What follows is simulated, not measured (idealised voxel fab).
Process module name: voxel spacer lines
We display cut, a cross-section 265 nm in width whose square cells are each 5 nm.
Throughout this document, each cross-section is represented as a grid of square cells and is presented as a sequence of bands enumerated from the top downward, where a band comprises one or more rows of cells. Top height, bottom height, nm. Materials left to right, width each, nm. Single material + "everywhere" = fills band edge to edge. "empty" = empty. All heights in this document are referenced to 0, defined as the level beneath which the wafer, as received, consists entirely of one material. The lowest band is not bounded below; it extends indefinitely downward and is written in the form "0..down". With a width like "30 to 40", each row of cells in the band differs from the next by the same amount, the top row carrying the first number and the bottom row the second. Step marked "stayed the same"? Then no cell in the cross-section changed in it. "Sealed void list": sealed empty spaces, 8 cells or more, no open way to top, listed width x height at distance, with distance from the left edge and width, height and distance in nm. Post-settings text on a step line: simulator's own remark regarding the step. overlay nm: for a step with a mask, the amount by which the mask lay right of where it was planned; a negative amount means left of it.

Set out below are the planned steps of the process
1) RECEIVE, material Si
2) CONFORMAL_DEP, material Al2O3, thk nm 10
3) DIRECTIONAL_DEP, material W, thk nm 10
4) DIRECTIONAL_DEP, material polySi, thk nm 25
5) PATTERN, tone cover, mask id MANDREL, material resist, width nm 20, pitch nm 70, thk nm 30, overlay nm 0
6) DIRECTIONAL_ETCH, etch materials polySi, depth nm 25
7) STRIP, etch materials resist
8) CONFORMAL_DEP, material SiO2, thk nm 15
9) DIRECTIONAL_ETCH, etch materials SiO2, depth nm 15
10) STRIP, etch materials polySi
11) DIRECTIONAL_ETCH, etch materials W, depth nm 10
12) STRIP, etch materials SiO2

Of two wafers, the first: run according to plan

As received (post step 1): cross-section
> 0..down  Si everywhere
> Sealed void list: none

Cross-section through the wafer, step 2 finished
> 10..0  Al2O3 everywhere
> Heights below 0 show no change.

Cross-section through the wafer, step 3 finished
> 20..10  W everywhere
> Heights below 10 show no change.

Cross-section through the wafer, step 4 finished
> 45..20  polySi everywhere
> Heights below 20 show no change.

Cross-section through the wafer, step 5 finished
> 75..45  empty: 85, resist: 20, empty: 50, resist: 20, empty: 90
> Heights below 45 show no change.

Cross-section through the wafer, step 6 finished
> 75..45  empty: 85, resist: 20, empty: 50, resist: 20, empty: 90
> 45..20  empty: 85, polySi: 20, empty: 50, polySi: 20, empty: 90
> Heights below 20 show no change.

Cross-section through the wafer, step 7 finished
> 45..20  empty: 85, polySi: 20, empty: 50, polySi: 20, empty: 90
> Heights below 20 show no change.

Cross-section through the wafer, step 8 finished
> 60..45  empty: 70, SiO2: 50, empty: 20, SiO2: 50, empty: 75
> 45..35  empty: 70, SiO2: 15, polySi: 20, SiO2: 15, empty: 20, SiO2: 15, polySi: 20, SiO2: 15, empty: 75
> 35..20  SiO2: 85, polySi: 20, SiO2: 50, polySi: 20, SiO2: 90
> Heights below 20 show no change.

Cross-section through the wafer, step 9 finished
> 45..20  empty: 70, SiO2: 15, polySi: 20, SiO2: 15, empty: 20, SiO2: 15, polySi: 20, SiO2: 15, empty: 75
> Heights below 20 show no change.

Cross-section through the wafer, step 10 finished
> 45..20  empty: 70, SiO2: 15, empty: 20, SiO2: 15, empty: 20, SiO2: 15, empty: 20, SiO2: 15, empty: 75
> Heights below 20 show no change.

Cross-section through the wafer, step 11 finished
> 45..20  empty: 70, SiO2: 15, empty: 20, SiO2: 15, empty: 20, SiO2: 15, empty: 20, SiO2: 15, empty: 75
> 20..10  empty: 70, W: 15, empty: 20, W: 15, empty: 20, W: 15, empty: 20, W: 15, empty: 75
> Heights below 10 show no change.

Cross-section through the wafer, step 12 finished
> 20..10  empty: 70, W: 15, empty: 20, W: 15, empty: 20, W: 15, empty: 20, W: 15, empty: 75
> Heights below 10 show no change.

Okay, second wafer. Nothing different at the start, nothing different in the plan, just one mistake somewhere in the running. As far as step 1, counting that step, it's the first wafer all over again

Look at the second wafer in cross-section at the time step 2 ought to have finished: stayed the same

Look at the second wafer in cross-section at the time step 3 ought to have finished
> 10..0  W everywhere
> Heights below 0 show no change.

Look at the second wafer in cross-section at the time step 4 ought to have finished
> 35..10  polySi everywhere
> Heights below 10 show no change.

Look at the second wafer in cross-section at the time step 5 ought to have finished
> 65..35  empty: 85, resist: 20, empty: 50, resist: 20, empty: 90
> Heights below 35 show no change.

Look at the second wafer in cross-section at the time step 6 ought to have finished
> 65..35  empty: 85, resist: 20, empty: 50, resist: 20, empty: 90
> 35..10  empty: 85, polySi: 20, empty: 50, polySi: 20, empty: 90
> Heights below 10 show no change.

Look at the second wafer in cross-section at the time step 7 ought to have finished
> 35..10  empty: 85, polySi: 20, empty: 50, polySi: 20, empty: 90
> Heights below 10 show no change.

Look at the second wafer in cross-section at the time step 8 ought to have finished
> 50..35  empty: 70, SiO2: 50, empty: 20, SiO2: 50, empty: 75
> 35..25  empty: 70, SiO2: 15, polySi: 20, SiO2: 15, empty: 20, SiO2: 15, polySi: 20, SiO2: 15, empty: 75
> 25..10  SiO2: 85, polySi: 20, SiO2: 50, polySi: 20, SiO2: 90
> Heights below 10 show no change.

Look at the second wafer in cross-section at the time step 9 ought to have finished
> 35..10  empty: 70, SiO2: 15, polySi: 20, SiO2: 15, empty: 20, SiO2: 15, polySi: 20, SiO2: 15, empty: 75
> Heights below 10 show no change.

Look at the second wafer in cross-section at the time step 10 ought to have finished
> 35..10  empty: 70, SiO2: 15, empty: 20, SiO2: 15, empty: 20, SiO2: 15, empty: 20, SiO2: 15, empty: 75
> Heights below 10 show no change.

Look at the second wafer in cross-section at the time step 11 ought to have finished
> 35..10  empty: 70, SiO2: 15, empty: 20, SiO2: 15, empty: 20, SiO2: 15, empty: 20, SiO2: 15, empty: 75
> 10..0  empty: 70, W: 15, empty: 20, W: 15, empty: 20, W: 15, empty: 20, W: 15, empty: 75
> Heights below 0 show no change.

Look at the second wafer in cross-section at the time step 12 ought to have finished
> 10..0  empty: 70, W: 15, empty: 20, W: 15, empty: 20, W: 15, empty: 20, W: 15, empty: 75
> Heights below 0 show no change.
what went wrong: the run left out plan step 2 entirely, so it was never executed
Looking at both finished wafers in cells, the second ends up ahead of or behind the first on some materials: Al2O3: 106 fewer
